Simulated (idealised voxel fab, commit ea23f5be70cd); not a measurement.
Title: Process Module voxel local oxidation
Cross-section cut spans 285 nm and uses square cells 5 nm in size.
A cross-section in this document is a grid of square cells, and it is written down as bands, the top band listed before the ones below it; a band is made up of one or more rows of cells. Top, bottom (nm), then materials left to right with widths (nm); lone material tagged "throughout" fills the whole band edge to edge; "empty" = empty space. Where do heights start? At 0: under that level the wafer as delivered is made of one material only. And the lowest band has no floor; it just carries on downward, as in "from 0 down". Quick explanation for "30 to 40": the width changes in equal steps down the rows of cells, from the first number in the band's top row to the second number in its bottom row. Where the words "no change occurred" appear for a step, the cross-section shows no cell changed by that step; every cell remained as before. The label "Sealed voids" introduces a list of the empty spaces, 8 cells or larger, that have no open way up to the top; each entry in it reads width x height at distance, where the distance is taken from the left edge and all three are stated in nm. If you see something after the settings on a step's line, that's the simulator's own remark about that step. overlay nm: mask offset rightward from planned place, masked step; negative means leftward offset. Everything after this point is organized in pairs: a cross-section before one process step, a cross-section after it that shows only as deep as the lowest changed band, and, under the pair, the intervening step with its settings. Because different runs of this module on the same starting wafer can supply different pairs, a pair continues from the pair above it only if its entry headed "Status quo ante" says so.
Status quo ante:
    from 0 down = Si throughout
    Sealed voids: none
After:
    from 5 to 0 = SiO2 throughout
    Heights below 0 show no change.
    Sealed voids: none
Which operation links the two cross-sections above? CONFORMAL_DEP (material SiO2; thk nm 5)
Status quo ante: just use the after drawing of the pair above as your starting point.
After:
    from 15 to 5 = SiN throughout
    Heights below 5 show no change.
    Sealed voids: none
Which operation links the two cross-sections above? CONFORMAL_DEP (material SiN; thk nm 10)
Status quo ante: just use the after drawing of the pair above as your starting point.
After:
    from 15 to 5 = 85 empty; 110 SiN; 90 empty
    Heights below 5 show no change.
    Sealed voids: none
Which operation links the two cross-sections above? MASKED_ETCH (tone cover; mask id ACTIVE; width nm 110; etch materials SiN; depth nm 10; overlay nm 0)
Status quo ante: just use the after drawing of the pair above as your starting point.
After:
    from 15 to 5 = 85 empty; 110 SiN; 90 empty
    from 5 to 0 = 90 empty; 100 SiO2; 95 empty
    Heights below 0 show no change.
    Sealed voids: none
Which operation links the two cross-sections above? SELECTIVE_ETCH (etch materials SiO2; depth nm 5)
Status quo ante: just use the after drawing of the pair above as your starting point.
After:
    from 15 to 5 = 85 empty; 110 SiN; 90 empty
    from 5 to 0 = 90 empty; 100 SiO2; 95 empty
    from 0 to -15 = 105 SiO2; 70 Si; 110 SiO2
    Heights below -15 show no change.
    Sealed voids: none
Which operation links the two cross-sections above? OXIDIZE (depth nm 15)
Status quo ante: just use the after drawing of the pair above as your starting point.
After:
    from 5 to 0 = 90 empty; 100 SiO2; 95 empty
    Heights below 0 show no change.
    Sealed voids: none
Which operation links the two cross-sections above? STRIP (etch materials SiN)
Status quo ante:
    from 0 down = Si throughout
    Sealed voids: none
After:
    from 10 to 0 = SiN throughout
    Heights below 0 show no change.
    Sealed voids: none
Which operation links the two cross-sections above? CONFORMAL_DEP (material SiN; thk nm 10)
Status quo ante: just use the after drawing of the pair above as your starting point.
After:
    from 10 to 0 = 85 empty; 110 SiN; 90 empty
    Heights below 0 show no change.
    Sealed voids: none
Which operation links the two cross-sections above? MASKED_ETCH (tone cover; mask id ACTIVE; width nm 110; etch materials SiN; depth nm 10; overlay nm 0)
Status quo ante: just use the after drawing of the pair above as your starting point.
After:
    from 10 to 0 = 85 empty; 110 SiN; 90 empty
    from 0 to -15 = 100 SiO2; 80 Si; 105 SiO2
    Heights below -15 show no change.
    Sealed voids: none
Which operation links the two cross-sections above? OXIDIZE (depth nm 15)
Status quo ante: just use the after drawing of the pair above as your starting point.
After:
    from 0 to -15 = 100 SiO2; 80 Si; 105 SiO2
    Heights below -15 show no change.
    Sealed voids: none
Which operation links the two cross-sections above? STRIP (etch materials SiN)
Status quo ante:
    from 15 to 5 = 85 empty; 110 SiN; 90 empty
    from 5 to 0 = 90 empty; 100 SiO2; 95 empty
    from 0 down = Si throughout
    Sealed voids: none
After:
    from 5 to 0 = 90 empty; 100 SiO2; 95 empty
    Heights below 0 show no change.
    Sealed voids: none
Which operation links the two cross-sections above? STRIP (etch materials SiN)
Status quo ante: just use the after drawing of the pair above as your starting point.
After:
    from 5 to 0 = 90 empty; 100 SiO2; 95 empty
    from 0 to -15 = 105 SiO2; 70 Si; 110 SiO2
    Heights below -15 show no change.
    Sealed voids: none
Which operation links the two cross-sections above? OXIDIZE (depth nm 15)
Status quo ante:
    from 15 to 5 = 85 empty; 110 SiN; 90 empty
    from 5 to 0 = 90 empty; 100 SiO2; 95 empty
    from 0 down = Si throughout
    Sealed voids: none
After:
    from 15 to 5 = 85 empty; 110 SiN; 90 empty
    from 5 to 0 = 90 empty; 100 SiO2; 95 empty
    from 0 to -5 = 95 SiO2; 90 Si; 100 SiO2
    Heights below -5 show no change.
    Sealed voids: none
Which operation links the two cross-sections above? OXIDIZE (depth nm 5)
Status quo ante: just use the after drawing of the pair above as your starting point.
After:
    from 5 to 0 = 90 empty; 100 SiO2; 95 empty
    Heights below 0 show no change.
    Sealed voids: none
Which operation links the two cross-sections above? STRIP (etch materials SiN)
Status quo ante:
    from 15 to 5 = SiN throughout
    from 5 to 0 = SiO2 throughout
    from 0 down = Si throughout
    Sealed voids: none
After:
    from 15 to 5 = 80 empty; 120 SiN; 85 empty
    Heights below 5 show no change.
    Sealed voids: none
Which operation links the two cross-sections above? MASKED_ETCH (tone cover; mask id ACTIVE; width nm 120; etch materials SiN; depth nm 10; overlay nm 0)
Status quo ante: just use the after drawing of the pair above as your starting point.
After:
    from 15 to 5 = 80 empty; 120 SiN; 85 empty
    from 5 to 0 = 85 empty; 110 SiO2; 90 empty
    Heights below 0 show no change.
    Sealed voids: none
Which operation links the two cross-sections above? SELECTIVE_ETCH (etch materials SiO2; depth nm 5)
Status quo ante: just use the after drawing of the pair above as your starting point.
After:
    from 15 to 5 = 80 empty; 120 SiN; 85 empty
    from 5 to 0 = 85 empty; 110 SiO2; 90 empty
    from 0 to -15 = 100 SiO2; 80 Si; 105 SiO2
    Heights below -15 show no change.
    Sealed voids: none
Which operation links the two cross-sections above? OXIDIZE (depth nm 15)
Status quo ante: just use the after drawing of the pair above as your starting point.
After:
    from 5 to 0 = 85 empty; 110 SiO2; 90 empty
    Heights below 0 show no change.
    Sealed voids: none
Which operation links the two cross-sections above? STRIP (etch materials SiN)
Status quo ante:
    from 15 to 5 = SiN throughout
    from 5 to 0 = SiO2 throughout
    from 0 down = Si throughout
    Sealed voids: none
After:
    from 15 to 5 = 75 empty; 110 SiN; 100 empty
    Heights below 5 show no change.
    Sealed voids: none
Which operation links the two cross-sections above? MASKED_ETCH (tone cover; mask id ACTIVE; width nm 110; etch materials SiN; depth nm 10; overlay nm -10)
Status quo ante: just use the after drawing of the pair above as your starting point.
After:
    from 15 to 5 = 75 empty; 110 SiN; 100 empty
    from 5 to 0 = 80 empty; 100 SiO2; 105 empty
    Heights below 0 show no change.
    Sealed voids: none
Which operation links the two cross-sections above? SELECTIVE_ETCH (etch materials SiO2; depth nm 5)
Status quo ante: just use the after drawing of the pair above as your starting point.
After:
    from 15 to 5 = 75 empty; 110 SiN; 100 empty
    from 5 to 0 = 80 empty; 100 SiO2; 105 empty
    from 0 to -15 = 95 SiO2; 70 Si; 120 SiO2
    Heights below -15 show no change.
    Sealed voids: none
Which operation links the two cross-sections above? OXIDIZE (depth nm 15)
Status quo ante: just use the after drawing of the pair above as your starting point.
After:
    from 5 to 0 = 80 empty; 100 SiO2; 105 empty
    Heights below 0 show no change.
    Sealed voids: none
Which operation links the two cross-sections above? STRIP (etch materials SiN)
Status quo ante:
    from 15 to 5 = 85 empty; 110 SiN; 90 empty
    from 5 to 0 = 90 empty; 100 SiO2; 95 empty
    from 0 to -15 = 105 SiO2; 70 Si; 110 SiO2
    from -15 down = Si throughout
    Sealed voids: none
After:
    from 0 to -15 = 105 empty; 70 Si; 110 empty
    Heights below -15 show no change.
    Sealed voids: none
Which operation links the two cross-sections above? STRIP (etch materials SiO2)
Status quo ante:
    from 15 to 5 = SiN throughout
    from 5 to 0 = SiO2 throughout
    from 0 down = Si throughout
    Sealed voids: none
After:
    from 15 to 5 = 85 SiN; 110 empty; 90 SiN
    Heights below 5 show no change.
    Sealed voids: none
Which operation links the two cross-sections above? MASKED_ETCH (tone open; mask id ACTIVE; width nm 110; etch materials SiN; depth nm 10; overlay nm 0)
Status quo ante: just use the after drawing of the pair above as your starting point.
After:
    from 15 to 5 = 85 SiN; 110 empty; 90 SiN
    from 5 to 0 = 80 SiO2; 120 empty; 85 SiO2
    Heights below 0 show no change.
    Sealed voids: none
Which operation links the two cross-sections above? SELECTIVE_ETCH (etch materials SiO2; depth nm 5)
Status quo ante: just use the after drawing of the pair above as your starting point.
After:
    from 15 to 5 = 85 SiN; 110 empty; 90 SiN
    from 5 to 0 = 80 SiO2; 120 empty; 85 SiO2
    from 0 to -15 = 65 Si; 150 SiO2; 70 Si
    Heights below -15 show no change.
    Sealed voids: none
Which operation links the two cross-sections above? OXIDIZE (depth nm 15)
Status quo ante: just use the after drawing of the pair above as your starting point.
After:
    from 5 to 0 = 80 SiO2; 120 empty; 85 SiO2
    Heights below 0 show no change.
    Sealed voids: none
Which operation links the two cross-sections above? STRIP (etch materials SiN)
